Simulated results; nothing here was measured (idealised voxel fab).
Documented hereafter: the process module known as voxel transistor to metal.
Section shown: cut. Width: 205 nm. Cell size: 5 nm, square.
Cross-section, as written here: a square-cell grid given band by band from the top down, where a band holds one or more rows of cells.
A band entry consists of two parts. The first gives the height of the band's top and the height of its bottom, in nm. The rest lists the band's materials from left to right, each with its width in nm. A single material labelled with the word "full width" fills the band from edge to edge, and the word "blank" marks empty space.
Heights are reckoned from 0. Under this level, the received wafer is all of one material. The bottommost band is open-ended downward, for example "z 0 and below".
The two numbers in a width such as "30 to 40" mark its ends across the band: the first belongs to the top row of cells, the second to the bottom row, and from each row to the next the width moves by the same amount.
You'll sometimes find "everything unchanged" written for a step, and that's the way of saying that nowhere in the cross-section did a cell change during that step.
In the "Unvented cavities" entry, you get each enclosed empty space of 8 cells or more, one with no open way to the top, written width x height at distance, distance from the left edge, in nm.
Text after the settings on a step's line: the simulator's own remark on that step.
The optional step-line setting "overlay nm" applies to steps with a mask and quantifies how far to the right of its planned location the mask lay, a negative value indicating leftward placement.
Structure of the following material. The material consists of pairs of cross-sections. Each pair comprises the cross-section before one process step and the cross-section after that step, the latter shown only down to the lowest band that changed. The step between the cross-sections is specified beneath each pair, including its settings. Pairs are not necessarily consecutive: they may derive from different runs of this module performed on the same starting wafer. Continuity with the pair above is to be assumed only where the entry headed "Ex-ante state" of the pair in question states it.
Ex-ante state:
- z 110 to 100  50 nm lowk, 5 nm TiN, 5 nm Cu, 5 nm TiN, 65 nm lowk, 5 nm TiN, 5 nm Cu, 5 nm TiN, 60 nm lowk
- z 100 to 95  50 nm lowk, 15 nm TiN, 65 nm lowk, 15 nm TiN, 60 nm lowk
- z 95 to 85  lowk full width
- z 85 to 80  SiCN full width
- z 80 to 65  50 nm SiO2, 20 nm Ru, 60 nm SiO2, 20 nm Ru, 55 nm SiO2
- z 65 to 60  50 nm SiO2, 20 nm TiN, 60 nm SiO2, 20 nm TiN, 55 nm SiO2
- z 60 to 45  50 nm SiO2, 5 nm TiN, 10 nm W, 5 nm TiN, 60 nm SiO2, 5 nm TiN, 10 nm W, 5 nm TiN, 55 nm SiO2
- z 45 to 30  50 nm SiO2, 5 nm TiN, 10 nm W, 5 nm TiN, 10 nm SiO2, 10 nm SiN, 20 nm SiCN, 10 nm SiN, 10 nm SiO2, 5 nm TiN, 10 nm W, 5 nm TiN, 55 nm SiO2
- z 30 to 5  50 nm SiO2, 5 nm TiN, 10 nm W, 5 nm TiN, 10 nm SiO2, 10 nm SiN, 20 nm polySi, 10 nm SiN, 10 nm SiO2, 5 nm TiN, 10 nm W, 5 nm TiN, 55 nm SiO2
- z 5 to 0  50 nm SiO2, 20 nm TiN, 10 nm SiO2, 10 nm SiN, 20 nm polySi, 10 nm SiN, 10 nm SiO2, 20 nm TiN, 55 nm SiO2
- z 0 to -5  35 nm SiO2, 45 nm nSi, 40 nm SiO2, 45 nm nSi, 40 nm SiO2
- z -5 to -30  40 nm SiO2, 120 nm Si, 45 nm SiO2
- z -30 and below  Si full width
- Unvented cavities: none
Post-Step Geometry:
- z 115 to 110  SiN full width
- Below 110 it's all the same as before, nothing changed down there.
- Unvented cavities: none
Between before and after above, the operation and settings are op CONFORMAL_DEP | material SiN | thk nm 5
Ex-ante state:
- z 60 to 45  50 nm SiO2, 5 nm TiN, 10 nm W, 5 nm TiN, 60 nm SiO2, 5 nm TiN, 10 nm W, 5 nm TiN, 55 nm SiO2
- z 45 to 30  50 nm SiO2, 5 nm TiN, 10 nm W, 5 nm TiN, 10 nm SiO2, 10 nm SiN, 20 nm SiCN, 10 nm SiN, 10 nm SiO2, 5 nm TiN, 10 nm W, 5 nm TiN, 55 nm SiO2
- z 30 to 5  50 nm SiO2, 5 nm TiN, 10 nm W, 5 nm TiN, 10 nm SiO2, 10 nm SiN, 20 nm polySi, 10 nm SiN, 10 nm SiO2, 5 nm TiN, 10 nm W, 5 nm TiN, 55 nm SiO2
- z 5 to 0  50 nm SiO2, 20 nm TiN, 10 nm SiO2, 10 nm SiN, 20 nm polySi, 10 nm SiN, 10 nm SiO2, 20 nm TiN, 55 nm SiO2
- z 0 to -5  35 nm SiO2, 45 nm nSi, 40 nm SiO2, 45 nm nSi, 40 nm SiO2
- z -5 to -30  40 nm SiO2, 120 nm Si, 45 nm SiO2
- z -30 and below  Si full width
- Unvented cavities: none
Post-Step Geometry:
- z 75 to 60  Ru full width
- Below 60 it's all the same as before, nothing changed down there.
- Unvented cavities: none
Between before and after above, the operation and settings are op DIRECTIONAL_DEP | material Ru | thk nm 15
Ex-ante state: = after-state of the pair above.
Post-Step Geometry:
- z 80 to 75  TiN full width
- Below 75 it's all the same as before, nothing changed down there.
- Unvented cavities: none
Between before and after above, the operation and settings are op DIRECTIONAL_DEP | material TiN | thk nm 5
Ex-ante state: = after-state of the pair above.
Post-Step Geometry:
- z 80 to 75  50 nm blank, 20 nm TiN, 60 nm blank, 20 nm TiN, 55 nm blank
- Below 75 it's all the same as before, nothing changed down there.
- Unvented cavities: none
Between before and after above, the operation and settings are op MASKED_ETCH | tone cover | mask id METAL_1 | width nm 20 | pitch nm 80 | etch materials TiN | depth nm 5 | overlay nm 0
Ex-ante state: = after-state of the pair above.
Post-Step Geometry:
- z 85 to 80  SiO2 full width
- z 80 to 75  50 nm SiO2, 20 nm TiN, 60 nm SiO2, 20 nm TiN, 55 nm SiO2
- Below 75 it's all the same as before, nothing changed down there.
- Unvented cavities: none
Between before and after above, the operation and settings are op FILL_DEP | material SiO2 | thk nm 5
Ex-ante state: = after-state of the pair above.
Post-Step Geometry:
- z 80 to 75  50 nm SiO2, 20 nm TiN, 60 nm SiO2, 20 nm TiN, 55 nm SiO2
- Below 75 it's all the same as before, nothing changed down there.
- Unvented cavities: none
Between before and after above, the operation and settings are op CMP | height nm 80
Ex-ante state: = after-state of the pair above.
Post-Step Geometry:
- z 85 to 80  SiCN full width
- Below 80 it's all the same as before, nothing changed down there.
- Unvented cavities: none
Between before and after above, the operation and settings are op CONFORMAL_DEP | material SiCN | thk nm 5
Ex-ante state: = after-state of the pair above.
Post-Step Geometry:
- z 110 to 85  lowk full width
- Below 85 it's all the same as before, nothing changed down there.
- Unvented cavities: none
Between before and after above, the operation and settings are op DIRECTIONAL_DEP | material lowk | thk nm 25
Ex-ante state: = after-state of the pair above.
Post-Step Geometry:
- z 130 to 110  50 nm resist, 15 nm blank, 65 nm resist, 15 nm blank, 60 nm resist
- Below 110 it's all the same as before, nothing changed down there.
- Unvented cavities: none
Between before and after above, the operation and settings are op PATTERN | tone open | mask id METAL_2_HOLES | material resist | width nm 15 | pitch nm 80 | thk nm 20 | overlay nm 0
Ex-ante state: = after-state of the pair above.
Post-Step Geometry:
- z 130 to 110  50 nm resist, 15 nm blank, 65 nm resist, 15 nm blank, 60 nm resist
- z 110 to 85  50 nm lowk, 15 nm blank, 65 nm lowk, 15 nm blank, 60 nm lowk
- Below 85 it's all the same as before, nothing changed down there.
- Unvented cavities: none
Between before and after above, the operation and settings are op DIRECTIONAL_ETCH | etch materials lowk | depth nm 25
Ex-ante state: = after-state of the pair above.
Post-Step Geometry:
- z 110 to 85  50 nm lowk, 15 nm blank, 65 nm lowk, 15 nm blank, 60 nm lowk
- Below 85 it's all the same as before, nothing changed down there.
- Unvented cavities: none
Between before and after above, the operation and settings are op STRIP | etch materials resist
Ex-ante state: = after-state of the pair above.
Post-Step Geometry:
- z 110 to 95  50 nm lowk, 20 nm blank, 60 nm lowk, 20 nm blank, 55 nm lowk
- Below 95 it's all the same as before, nothing changed down there.
- Unvented cavities: none
Between before and after above, the operation and settings are op MASKED_ETCH | tone open | mask id METAL_2 | width nm 20 | pitch nm 80 | etch materials lowk | depth nm 15 | overlay nm 0
Ex-ante state: = after-state of the pair above.
Post-Step Geometry:
- z 110 to 95  50 nm lowk, 20 nm blank, 60 nm lowk, 20 nm blank, 55 nm lowk
- z 95 to 85  50 nm lowk, 15 nm blank, 65 nm lowk, 15 nm blank, 60 nm lowk
- z 85 to 80  50 nm SiCN, 15 nm blank, 65 nm SiCN, 15 nm blank, 60 nm SiCN
- Below 80 it's all the same as before, nothing changed down there.
- Unvented cavities: none
Between before and after above, the operation and settings are op MASKED_ETCH | tone open | mask id METAL_2 | width nm 20 | pitch nm 80 | etch materials SiCN | depth nm 5 | overlay nm 0
Ex-ante state: = after-state of the pair above.
Post-Step Geometry:
- z 115 to 110  55 nm TiN, 10 nm blank, 70 nm TiN, 10 nm blank, 60 nm TiN
- z 110 to 100  50 nm lowk, 5 nm TiN, 10 nm blank, 5 nm TiN, 60 nm lowk, 5 nm TiN, 10 nm blank, 5 nm TiN, 55 nm lowk
- z 100 to 95  50 nm lowk, 5 nm TiN, 5 nm blank, 10 nm TiN, 60 nm lowk, 5 nm TiN, 5 nm blank, 10 nm TiN, 55 nm lowk
- z 95 to 85  50 nm lowk, 5 nm TiN, 5 nm blank, 5 nm TiN, 65 nm lowk, 5 nm TiN, 5 nm blank, 5 nm TiN, 60 nm lowk
- z 85 to 80  50 nm SiCN, 15 nm TiN, 65 nm SiCN, 15 nm TiN, 60 nm SiCN
- Below 80 it's all the same as before, nothing changed down there.
- Unvented cavities: none
Between before and after above, the operation and settings are op CONFORMAL_DEP | material TiN | thk nm 5
Ex-ante state: = after-state of the pair above.
Post-Step Geometry:
- z 125 to 115  Cu full width
- z 115 to 110  55 nm TiN, 10 nm Cu, 70 nm TiN, 10 nm Cu, 60 nm TiN
- z 110 to 100  50 nm lowk, 5 nm TiN, 10 nm Cu, 5 nm TiN, 60 nm lowk, 5 nm TiN, 10 nm Cu, 5 nm TiN, 55 nm lowk
- z 100 to 95  50 nm lowk, 5 nm TiN, 5 nm Cu, 10 nm TiN, 60 nm lowk, 5 nm TiN, 5 nm Cu, 10 nm TiN, 55 nm lowk
- z 95 to 85  50 nm lowk, 5 nm TiN, 5 nm Cu, 5 nm TiN, 65 nm lowk, 5 nm TiN, 5 nm Cu, 5 nm TiN, 60 nm lowk
- Below 85 it's all the same as before, nothing changed down there.
- Unvented cavities: none
Between before and after above, the operation and settings are op FILL_DEP | material Cu | thk nm 10
Ex-ante state: = after-state of the pair above.
Post-Step Geometry:
- z 110 to 100  50 nm lowk, 5 nm TiN, 10 nm Cu, 5 nm TiN, 60 nm lowk, 5 nm TiN, 10 nm Cu, 5 nm TiN, 55 nm lowk
- Below 100 it's all the same as before, nothing changed down there.
- Unvented cavities: none
Between before and after above, the operation and settings are op CMP | height nm 110
Ex-ante state: = after-state of the pair above.
Post-Step Geometry:
- z 115 to 110  SiN full width
- Below 110 it's all the same as before, nothing changed down there.
- Unvented cavities: none
Between before and after above, the operation and settings are op CONFORMAL_DEP | material SiN | thk nm 5
Ex-ante state:
- z 45 to 30  80 nm SiO2, 10 nm SiN, 20 nm SiCN, 10 nm SiN, 85 nm SiO2
- z 30 to 0  80 nm SiO2, 10 nm SiN, 20 nm polySi, 10 nm SiN, 85 nm SiO2
- z 0 to -5  35 nm SiO2, 45 nm nSi, 40 nm SiO2, 45 nm nSi, 40 nm SiO2
- z -5 to -30  40 nm SiO2, 120 nm Si, 45 nm SiO2
- z -30 and below  Si full width
- Unvented cavities: none
Post-Step Geometry:
- z 50 to 45  SiO2 full width
- Below 45 it's all the same as before, nothing changed down there.
- Unvented cavities: none
Between before and after above, the operation and settings are op DIRECTIONAL_DEP | material SiO2 | thk nm 5
Ex-ante state: = after-state of the pair above.
Post-Step Geometry:
- z 65 to 50  50 nm resist, 20 nm blank, 60 nm resist, 20 nm blank, 55 nm resist
- Below 50 it's all the same as before, nothing changed down there.
- Unvented cavities: none
Between before and after above, the operation and settings are op PATTERN | tone open | mask id CONTACT | material resist | width nm 20 | pitch nm 80 | thk nm 15 | overlay nm 0
Ex-ante state: = after-state of the pair above.
Post-Step Geometry:
- z 65 to 50  50 nm resist, 20 nm blank, 60 nm resist, 20 nm blank, 55 nm resist
- z 50 to 45  50 nm SiO2, 20 nm blank, 60 nm SiO2, 20 nm blank, 55 nm SiO2
- z 45 to 30  50 nm SiO2, 20 nm blank, 10 nm SiO2, 10 nm SiN, 20 nm SiCN, 10 nm SiN, 10 nm SiO2, 20 nm blank, 55 nm SiO2
- z 30 to 0  50 nm SiO2, 20 nm blank, 10 nm SiO2, 10 nm SiN, 20 nm polySi, 10 nm SiN, 10 nm SiO2, 20 nm blank, 55 nm SiO2
- Below 0 it's all the same as before, nothing changed down there.
- Unvented cavities: none
Between before and after above, the operation and settings are op DIRECTIONAL_ETCH | etch materials SiO2 | depth nm 60
Ex-ante state: = after-state of the pair above.
Post-Step Geometry:
- z 50 to 45  50 nm SiO2, 20 nm blank, 60 nm SiO2, 20 nm blank, 55 nm SiO2
- Below 45 it's all the same as before, nothing changed down there.
- Unvented cavities: none
Between before and after above, the operation and settings are op STRIP | etch materials resist
Ex-ante state: = after-state of the pair above.
Post-Step Geometry:
- z 55 to 50  55 nm TiN, 10 nm blank, 70 nm TiN, 10 nm blank, 60 nm TiN
- z 50 to 45  50 nm SiO2, 5 nm TiN, 10 nm blank, 5 nm TiN, 60 nm SiO2, 5 nm TiN, 10 nm blank, 5 nm TiN, 55 nm SiO2
- z 45 to 30  50 nm SiO2, 5 nm TiN, 10 nm blank, 5 nm TiN, 10 nm SiO2, 10 nm SiN, 20 nm SiCN, 10 nm SiN, 10 nm SiO2, 5 nm TiN, 10 nm blank, 5 nm TiN, 55 nm SiO2
- z 30 to 5  50 nm SiO2, 5 nm TiN, 10 nm blank, 5 nm TiN, 10 nm SiO2, 10 nm SiN, 20 nm polySi, 10 nm SiN, 10 nm SiO2, 5 nm TiN, 10 nm blank, 5 nm TiN, 55 nm SiO2
- z 5 to 0  50 nm SiO2, 20 nm TiN, 10 nm SiO2, 10 nm SiN, 20 nm polySi, 10 nm SiN, 10 nm SiO2, 20 nm TiN, 55 nm SiO2
- Below 0 it's all the same as before, nothing changed down there.
- Unvented cavities: none
Between before and after above, the operation and settings are op CONFORMAL_DEP | material TiN | thk nm 5
Ex-ante state: = after-state of the pair above.
Post-Step Geometry:
- z 60 to 55  W full width
- z 55 to 50  55 nm TiN, 10 nm W, 70 nm TiN, 10 nm W, 60 nm TiN
- z 50 to 45  50 nm SiO2, 5 nm TiN, 10 nm W, 5 nm TiN, 60 nm SiO2, 5 nm TiN, 10 nm W, 5 nm TiN, 55 nm SiO2
- z 45 to 30  50 nm SiO2, 5 nm TiN, 10 nm W, 5 nm TiN, 10 nm SiO2, 10 nm SiN, 20 nm SiCN, 10 nm SiN, 10 nm SiO2, 5 nm TiN, 10 nm W, 5 nm TiN, 55 nm SiO2
- z 30 to 5  50 nm SiO2, 5 nm TiN, 10 nm W, 5 nm TiN, 10 nm SiO2, 10 nm SiN, 20 nm polySi, 10 nm SiN, 10 nm SiO2, 5 nm TiN, 10 nm W, 5 nm TiN, 55 nm SiO2
- Below 5 it's all the same as before, nothing changed down there.
- Unvented cavities: none
Between before and after above, the operation and settings are op FILL_DEP | material W | thk nm 5
Ex-ante state: = after-state of the pair above.
Post-Step Geometry:
- z 65 to 60  TiN full width
- Below 60 it's all the same as before, nothing changed down there.
- Unvented cavities: none
Between before and after above, the operation and settings are op DIRECTIONAL_DEP | material TiN | thk nm 5
Ex-ante state: = after-state of the pair above.
Post-Step Geometry:
- z 80 to 65  Ru full width
- Below 65 it's all the same as before, nothing changed down there.
- Unvented cavities: none
Between before and after above, the operation and settings are op DIRECTIONAL_DEP | material Ru | thk nm 15
Ex-ante state: = after-state of the pair above.
Post-Step Geometry:
- z 80 to 65  50 nm blank, 20 nm Ru, 60 nm blank, 20 nm Ru, 55 nm blank
- Below 65 it's all the same as before, nothing changed down there.
- Unvented cavities: none
Between before and after above, the operation and settings are op MASKED_ETCH | tone cover | mask id METAL_1 | width nm 20 | pitch nm 80 | etch materials Ru | depth nm 15 | overlay nm 0
Ex-ante state: = after-state of the pair above.
Post-Step Geometry:
- z 80 to 65  50 nm blank, 20 nm Ru, 60 nm blank, 20 nm Ru, 55 nm blank
- z 65 to 60  50 nm blank, 20 nm TiN, 60 nm blank, 20 nm TiN, 55 nm blank
- Below 60 it's all the same as before, nothing changed down there.
- Unvented cavities: none
Between before and after above, the operation and settings are op MASKED_ETCH | tone cover | mask id METAL_1 | width nm 20 | pitch nm 80 | etch materials TiN | depth nm 5 | overlay nm 0
Ex-ante state: = after-state of the pair above.
Post-Step Geometry:
- z 85 to 80  SiO2 full width
- z 80 to 65  50 nm SiO2, 20 nm Ru, 60 nm SiO2, 20 nm Ru, 55 nm SiO2
- z 65 to 60  50 nm SiO2, 20 nm TiN, 60 nm SiO2, 20 nm TiN, 55 nm SiO2
- Below 60 it's all the same as before, nothing changed down there.
- Unvented cavities: none
Between before and after above, the operation and settings are op FILL_DEP | material SiO2 | thk nm 5
Ex-ante state: = after-state of the pair above.
Post-Step Geometry:
- z 80 to 65  50 nm SiO2, 20 nm Ru, 60 nm SiO2, 20 nm Ru, 55 nm SiO2
- Below 65 it's all the same as before, nothing changed down there.
- Unvented cavities: none
Between before and after above, the operation and settings are op CMP | height nm 80
Ex-ante state: = after-state of the pair above.
Post-Step Geometry:
- z 85 to 80  SiCN full width
- Below 80 it's all the same as before, nothing changed down there.
- Unvented cavities: none
Between before and after above, the operation and settings are op CONFORMAL_DEP | material SiCN | thk nm 5
Ex-ante state: = after-state of the pair above.
Post-Step Geometry:
- z 110 to 85  lowk full width
- Below 85 it's all the same as before, nothing changed down there.
- Unvented cavities: none
Between before and after above, the operation and settings are op DIRECTIONAL_DEP | material lowk | thk nm 25
Ex-ante state: = after-state of the pair above.
Post-Step Geometry:
- z 130 to 110  50 nm resist, 15 nm blank, 65 nm resist, 15 nm blank, 60 nm resist
- Below 110 it's all the same as before, nothing changed down there.
- Unvented cavities: none
Between before and after above, the operation and settings are op PATTERN | tone open | mask id METAL_2_HOLES | material resist | width nm 15 | pitch nm 80 | thk nm 20 | overlay nm 0
Ex-ante state: = after-state of the pair above.
Post-Step Geometry:
- z 130 to 110  50 nm resist, 15 nm blank, 65 nm resist, 15 nm blank, 60 nm resist
- z 110 to 85  50 nm lowk, 15 nm blank, 65 nm lowk, 15 nm blank, 60 nm lowk
- Below 85 it's all the same as before, nothing changed down there.
- Unvented cavities: none
Between before and after above, the operation and settings are op DIRECTIONAL_ETCH | etch materials lowk | depth nm 25
Ex-ante state: = after-state of the pair above.
Post-Step Geometry:
- z 110 to 85  50 nm lowk, 15 nm blank, 65 nm lowk, 15 nm blank, 60 nm lowk
- Below 85 it's all the same as before, nothing changed down there.
- Unvented cavities: none
Between before and after above, the operation and settings are op STRIP | etch materials resist
Ex-ante state: = after-state of the pair above.
Post-Step Geometry:
- z 110 to 95  50 nm lowk, 20 nm blank, 60 nm lowk, 20 nm blank, 55 nm lowk
- Below 95 it's all the same as before, nothing changed down there.
- Unvented cavities: none
Between before and after above, the operation and settings are op MASKED_ETCH | tone open | mask id METAL_2 | width nm 20 | pitch nm 80 | etch materials lowk | depth nm 15 | overlay nm 0
Ex-ante state: = after-state of the pair above.
Post-Step Geometry:
- z 110 to 95  50 nm lowk, 20 nm blank, 60 nm lowk, 20 nm blank, 55 nm lowk
- z 95 to 85  50 nm lowk, 15 nm blank, 65 nm lowk, 15 nm blank, 60 nm lowk
- z 85 to 80  50 nm SiCN, 15 nm blank, 65 nm SiCN, 15 nm blank, 60 nm SiCN
- Below 80 it's all the same as before, nothing changed down there.
- Unvented cavities: none
Between before and after above, the operation and settings are op MASKED_ETCH | tone open | mask id METAL_2 | width nm 20 | pitch nm 80 | etch materials SiCN | depth nm 5 | overlay nm 0
Ex-ante state: = after-state of the pair above.
Post-Step Geometry:
- z 115 to 110  55 nm TiN, 10 nm blank, 70 nm TiN, 10 nm blank, 60 nm TiN
- z 110 to 100  50 nm lowk, 5 nm TiN, 10 nm blank, 5 nm TiN, 60 nm lowk, 5 nm TiN, 10 nm blank, 5 nm TiN, 55 nm lowk
- z 100 to 95  50 nm lowk, 5 nm TiN, 5 nm blank, 10 nm TiN, 60 nm lowk, 5 nm TiN, 5 nm blank, 10 nm TiN, 55 nm lowk
- z 95 to 85  50 nm lowk, 5 nm TiN, 5 nm blank, 5 nm TiN, 65 nm lowk, 5 nm TiN, 5 nm blank, 5 nm TiN, 60 nm lowk
- z 85 to 80  50 nm SiCN, 15 nm TiN, 65 nm SiCN, 15 nm TiN, 60 nm SiCN
- Below 80 it's all the same as before, nothing changed down there.
- Unvented cavities: none
Between before and after above, the operation and settings are op CONFORMAL_DEP | material TiN | thk nm 5
Ex-ante state: = after-state of the pair above.
Post-Step Geometry:
- z 125 to 115  Cu full width
- z 115 to 110  55 nm TiN, 10 nm Cu, 70 nm TiN, 10 nm Cu, 60 nm TiN
- z 110 to 100  50 nm lowk, 5 nm TiN, 10 nm Cu, 5 nm TiN, 60 nm lowk, 5 nm TiN, 10 nm Cu, 5 nm TiN, 55 nm lowk
- z 100 to 95  50 nm lowk, 5 nm TiN, 5 nm Cu, 10 nm TiN, 60 nm lowk, 5 nm TiN, 5 nm Cu, 10 nm TiN, 55 nm lowk
- z 95 to 85  50 nm lowk, 5 nm TiN, 5 nm Cu, 5 nm TiN, 65 nm lowk, 5 nm TiN, 5 nm Cu, 5 nm TiN, 60 nm lowk
- Below 85 it's all the same as before, nothing changed down there.
- Unvented cavities: none
Between before and after above, the operation and settings are op FILL_DEP | material Cu | thk nm 10
Ex-ante state: = after-state of the pair above.
Post-Step Geometry:
- z 110 to 100  50 nm lowk, 5 nm TiN, 10 nm Cu, 5 nm TiN, 60 nm lowk, 5 nm TiN, 10 nm Cu, 5 nm TiN, 55 nm lowk
- Below 100 it's all the same as before, nothing changed down there.
- Unvented cavities: none
Between before and after above, the operation and settings are op CMP | height nm 110
Ex-ante state: = after-state of the pair above.
Post-Step Geometry:
- z 115 to 110  SiN full width
- Below 110 it's all the same as before, nothing changed down there.
- Unvented cavities: none
Between before and after above, the operation and settings are op CONFORMAL_DEP | material SiN | thk nm 5
Ex-ante state:
- z 80 to 65  Ru full width
- z 65 to 60  TiN full width
- z 60 to 45  50 nm SiO2, 5 nm TiN, 10 nm W, 5 nm TiN, 60 nm SiO2, 5 nm TiN, 10 nm W, 5 nm TiN, 55 nm SiO2
- z 45 to 30  50 nm SiO2, 5 nm TiN, 10 nm W, 5 nm TiN, 10 nm SiO2, 10 nm SiN, 20 nm SiCN, 10 nm SiN, 10 nm SiO2, 5 nm TiN, 10 nm W, 5 nm TiN, 55 nm SiO2
- z 30 to 5  50 nm SiO2, 5 nm TiN, 10 nm W, 5 nm TiN, 10 nm SiO2, 10 nm SiN, 20 nm polySi, 10 nm SiN, 10 nm SiO2, 5 nm TiN, 10 nm W, 5 nm TiN, 55 nm SiO2
- z 5 to 0  50 nm SiO2, 20 nm TiN, 10 nm SiO2, 10 nm SiN, 20 nm polySi, 10 nm SiN, 10 nm SiO2, 20 nm TiN, 55 nm SiO2
- z 0 to -5  35 nm SiO2, 45 nm nSi, 40 nm SiO2, 45 nm nSi, 40 nm SiO2
- z -5 to -30  40 nm SiO2, 120 nm Si, 45 nm SiO2
- z -30 and below  Si full width
- Unvented cavities: none
Post-Step Geometry:
- z 80 to 65  55 nm blank, 15 nm Ru, 65 nm blank, 15 nm Ru, 55 nm blank
- Below 65 it's all the same as before, nothing changed down there.
- Unvented cavities: none
Between before and after above, the operation and settings are op MASKED_ETCH | tone cover | mask id METAL_1 | width nm 15 | pitch nm 80 | etch materials Ru | depth nm 15 | overlay nm 0
Ex-ante state: = after-state of the pair above.
Post-Step Geometry:
- z 80 to 65  55 nm blank, 15 nm Ru, 65 nm blank, 15 nm Ru, 55 nm blank
- z 65 to 60  50 nm blank, 20 nm TiN, 60 nm blank, 20 nm TiN, 55 nm blank
- Below 60 it's all the same as before, nothing changed down there.
- Unvented cavities: none
Between before and after above, the operation and settings are op MASKED_ETCH | tone cover | mask id METAL_1 | width nm 20 | pitch nm 80 | etch materials TiN | depth nm 5 | overlay nm 0
Ex-ante state: = after-state of the pair above.
Post-Step Geometry:
- z 85 to 80  SiO2 full width
- z 80 to 65  55 nm SiO2, 15 nm Ru, 65 nm SiO2, 15 nm Ru, 55 nm SiO2
- z 65 to 60  50 nm SiO2, 20 nm TiN, 60 nm SiO2, 20 nm TiN, 55 nm SiO2
- Below 60 it's all the same as before, nothing changed down there.
- Unvented cavities: none
Between before and after above, the operation and settings are op FILL_DEP | material SiO2 | thk nm 5
Ex-ante state: = after-state of the pair above.
Post-Step Geometry:
- z 80 to 65  55 nm SiO2, 15 nm Ru, 65 nm SiO2, 15 nm Ru, 55 nm SiO2
- Below 65 it's all the same as before, nothing changed down there.
- Unvented cavities: none
Between before and after above, the operation and settings are op CMP | height nm 80
Ex-ante state: = after-state of the pair above.
Post-Step Geometry:
- z 85 to 80  SiCN full width
- Below 80 it's all the same as before, nothing changed down there.
- Unvented cavities: none
Between before and after above, the operation and settings are op CONFORMAL_DEP | material SiCN | thk nm 5
Ex-ante state: = after-state of the pair above.
Post-Step Geometry:
- z 110 to 85  lowk full width
- Below 85 it's all the same as before, nothing changed down there.
- Unvented cavities: none
Between before and after above, the operation and settings are op DIRECTIONAL_DEP | material lowk | thk nm 25
Ex-ante state: = after-state of the pair above.
Post-Step Geometry:
- z 130 to 110  50 nm resist, 15 nm blank, 65 nm resist, 15 nm blank, 60 nm resist
- Below 110 it's all the same as before, nothing changed down there.
- Unvented cavities: none
Between before and after above, the operation and settings are op PATTERN | tone open | mask id METAL_2_HOLES | material resist | width nm 15 | pitch nm 80 | thk nm 20 | overlay nm 0
Ex-ante state: = after-state of the pair above.
Post-Step Geometry:
- z 130 to 110  50 nm resist, 15 nm blank, 65 nm resist, 15 nm blank, 60 nm resist
- z 110 to 85  50 nm lowk, 15 nm blank, 65 nm lowk, 15 nm blank, 60 nm lowk
- Below 85 it's all the same as before, nothing changed down there.
- Unvented cavities: none
Between before and after above, the operation and settings are op DIRECTIONAL_ETCH | etch materials lowk | depth nm 25
Ex-ante state: = after-state of the pair above.
Post-Step Geometry:
- z 110 to 85  50 nm lowk, 15 nm blank, 65 nm lowk, 15 nm blank, 60 nm lowk
- Below 85 it's all the same as before, nothing changed down there.
- Unvented cavities: none
Between before and after above, the operation and settings are op STRIP | etch materials resist
Ex-ante state: = after-state of the pair above.
Post-Step Geometry:
- z 110 to 95  50 nm lowk, 20 nm blank, 60 nm lowk, 20 nm blank, 55 nm lowk
- Below 95 it's all the same as before, nothing changed down there.
- Unvented cavities: none
Between before and after above, the operation and settings are op MASKED_ETCH | tone open | mask id METAL_2 | width nm 20 | pitch nm 80 | etch materials lowk | depth nm 15 | overlay nm 0
Ex-ante state: = after-state of the pair above.
Post-Step Geometry:
- z 110 to 95  50 nm lowk, 20 nm blank, 60 nm lowk, 20 nm blank, 55 nm lowk
- z 95 to 85  50 nm lowk, 15 nm blank, 65 nm lowk, 15 nm blank, 60 nm lowk
- z 85 to 80  50 nm SiCN, 15 nm blank, 65 nm SiCN, 15 nm blank, 60 nm SiCN
- Below 80 it's all the same as before, nothing changed down there.
- Unvented cavities: none
Between before and after above, the operation and settings are op MASKED_ETCH | tone open | mask id METAL_2 | width nm 20 | pitch nm 80 | etch materials SiCN | depth nm 5 | overlay nm 0
Ex-ante state: = after-state of the pair above.
Post-Step Geometry:
- z 115 to 110  55 nm TiN, 10 nm blank, 70 nm TiN, 10 nm blank, 60 nm TiN
- z 110 to 100  50 nm lowk, 5 nm TiN, 10 nm blank, 5 nm TiN, 60 nm lowk, 5 nm TiN, 10 nm blank, 5 nm TiN, 55 nm lowk
- z 100 to 95  50 nm lowk, 5 nm TiN, 5 nm blank, 10 nm TiN, 60 nm lowk, 5 nm TiN, 5 nm blank, 10 nm TiN, 55 nm lowk
- z 95 to 85  50 nm lowk, 5 nm TiN, 5 nm blank, 5 nm TiN, 65 nm lowk, 5 nm TiN, 5 nm blank, 5 nm TiN, 60 nm lowk
- z 85 to 80  50 nm SiCN, 15 nm TiN, 65 nm SiCN, 15 nm TiN, 60 nm SiCN
- Below 80 it's all the same as before, nothing changed down there.
- Unvented cavities: none
Between before and after above, the operation and settings are op CONFORMAL_DEP | material TiN | thk nm 5
Ex-ante state: = after-state of the pair above.
Post-Step Geometry:
- z 125 to 115  Cu full width
- z 115 to 110  55 nm TiN, 10 nm Cu, 70 nm TiN, 10 nm Cu, 60 nm TiN
- z 110 to 100  50 nm lowk, 5 nm TiN, 10 nm Cu, 5 nm TiN, 60 nm lowk, 5 nm TiN, 10 nm Cu, 5 nm TiN, 55 nm lowk
- z 100 to 95  50 nm lowk, 5 nm TiN, 5 nm Cu, 10 nm TiN, 60 nm lowk, 5 nm TiN, 5 nm Cu, 10 nm TiN, 55 nm lowk
- z 95 to 85  50 nm lowk, 5 nm TiN, 5 nm Cu, 5 nm TiN, 65 nm lowk, 5 nm TiN, 5 nm Cu, 5 nm TiN, 60 nm lowk
- Below 85 it's all the same as before, nothing changed down there.
- Unvented cavities: none
Between before and after above, the operation and settings are op FILL_DEP | material Cu | thk nm 10
Ex-ante state: = after-state of the pair above.
Post-Step Geometry:
- z 110 to 100  50 nm lowk, 5 nm TiN, 10 nm Cu, 5 nm TiN, 60 nm lowk, 5 nm TiN, 10 nm Cu, 5 nm TiN, 55 nm lowk
- Below 100 it's all the same as before, nothing changed down there.
- Unvented cavities: none
Between before and after above, the operation and settings are op CMP | height nm 110
Ex-ante state: = after-state of the pair above.
Post-Step Geometry:
- z 115 to 110  SiN full width
- Below 110 it's all the same as before, nothing changed down there.
- Unvented cavities: none
Between before and after above, the operation and settings are op CONFORMAL_DEP | material SiN | thk nm 5
